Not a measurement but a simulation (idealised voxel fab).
Herein follows the process module entitled voxel self aligned contacts.
Shown is cross-section cut, with a width of 285 nm and square cells of size 5 nm.
Cross-section spec: square-cell grid; bands listed top down; each band is one or more rows.
Top height, bottom height, nm. Materials left to right, width each, nm. Single material + "full width" = fills band edge to edge. "air" = empty.
The reference from which all heights are counted is 0, the level beneath which the as-received wafer is entirely one material; the lowest band, having no lower bound, proceeds downward and is written after the example "z 0 and below".
The expression "30..40" gives the width at the extremes of the band, the first number at its top row of cells and the second at its bottom row, with the width changing by equal amounts from each row to the next in between.
Key: "no alterations made" - step with no changed cell in the cross-section.
Under "Catalogued sealed voids" you'll find the enclosed gaps, the ones with no way out to the top, that are 8 cells or bigger; each reads width x height at distance, with distance counted from the left edge, everything in nm.
Post-settings text on a step line: simulator's own remark regarding the step.
Steps that use a mask can have "overlay nm" on their line. It says how far the mask sat to the right of where it was meant to be. Negative means to the left.

Below is the list of planned process steps:
step 1: RECEIVE with material Si
step 2: OXIDIZE with depth nm 5
step 3: DIRECTIONAL_DEP with material polySi, thk nm 30
step 4: DIRECTIONAL_DEP with material SiN, thk nm 25
step 5: PATTERN with tone cover, mask id GATE, material resist, width nm 35, pitch nm 75, thk nm 20, overlay nm 0
step 6: DIRECTIONAL_ETCH with etch materials SiN, depth nm 25
step 7: DIRECTIONAL_ETCH with etch materials polySi, depth nm 30
step 8: STRIP with etch materials resist
step 9: CONFORMAL_DEP with material SiN, thk nm 10
step 10: DIRECTIONAL_ETCH with etch materials SiN, depth nm 10
step 11: FILL_DEP with material SiO2, thk nm 20
step 12: CMP with height nm 65
step 13: PATTERN with tone open, mask id CONTACT, material resist, width nm 50, pitch nm 75, thk nm 15, overlay nm 0
step 14: DIRECTIONAL_ETCH with etch materials SiO2, depth nm 70
step 15: STRIP with etch materials resist
step 16: CONFORMAL_DEP with material TiN, thk nm 5
step 17: FILL_DEP with material W, thk nm 10
step 18: CMP with height nm 65
step 19: CONFORMAL_DEP with material SiN, thk nm 5

Incoming wafer in cross-section (state: after step 1):
- z 0 and below  Si full width
- Catalogued sealed voids: none

First of two wafers, end-of-module section, run followed plan:
- z 70 to 65  SiN full width
- z 65 to 55  80 of SiO2, then 5..20 of TiN, then 40..10 of W, then 5..20 of TiN, then 25 of SiO2, then 5..20 of TiN, then 40..10 of W, then 5..20 of TiN, then 80 of SiO2
- z 55 to 30  40 of SiO2, then 55 of SiN, then 5 of TiN, then 10 of W, then 5 of TiN, then 55 of SiN, then 5 of TiN, then 10 of W, then 5 of TiN, then 55 of SiN, then 40 of SiO2
- z 30 to 0  40 of SiO2, then 10 of SiN, then 35 of polySi, then 10 of SiN, then 5 of TiN, then 10 of W, then 5 of TiN, then 10 of SiN, then 35 of polySi, then 10 of SiN, then 5 of TiN, then 10 of W, then 5 of TiN, then 10 of SiN, then 35 of polySi, then 10 of SiN, then 40 of SiO2
- z 0 to -5  95 of SiO2, then 20 of TiN, then 55 of SiO2, then 20 of TiN, then 95 of SiO2
- z -5 and below  Si full width
- Catalogued sealed voids: none

Second of two wafers, module complete, sectioned: it shares the first wafer's start and plan but was run with one mistake:
- z 70 to 65  SiN full width
- z 65 to 50  80 of SiO2, then 5 of TiN, then 40 of W, then 5 of TiN, then 25 of SiO2, then 5 of TiN, then 40 of W, then 5 of TiN, then 80 of SiO2
- z 50 to 45  80 of SiO2, then 10 of TiN, then 30 of W, then 10 of TiN, then 25 of SiO2, then 10 of TiN, then 30 of W, then 10 of TiN, then 80 of SiO2
- z 45 to 30  50 of SiO2, then 35 of SiN, then 5 of TiN, then 30 of W, then 5 of TiN, then 35 of SiN, then 5 of TiN, then 30 of W, then 5 of TiN, then 35 of SiN, then 50 of SiO2
- z 30 to 0  50 of SiO2, then 35 of polySi, then 5 of TiN, then 30 of W, then 5 of TiN, then 35 of polySi, then 5 of TiN, then 30 of W, then 5 of TiN, then 35 of polySi, then 50 of SiO2
- z 0 to -5  85 of SiO2, then 40 of TiN, then 35 of SiO2, then 40 of TiN, then 85 of SiO2
- z -5 and below  Si full width
- Catalogued sealed voids: none
What was done differently from what was planned? yeah, step 9 of the plan got skipped, never ran
Per the end-of-run cell counts, the second wafer holds more or fewer of some materials than the first: SiN: 174 fewer, SiO2: 70 more, W: 104 more
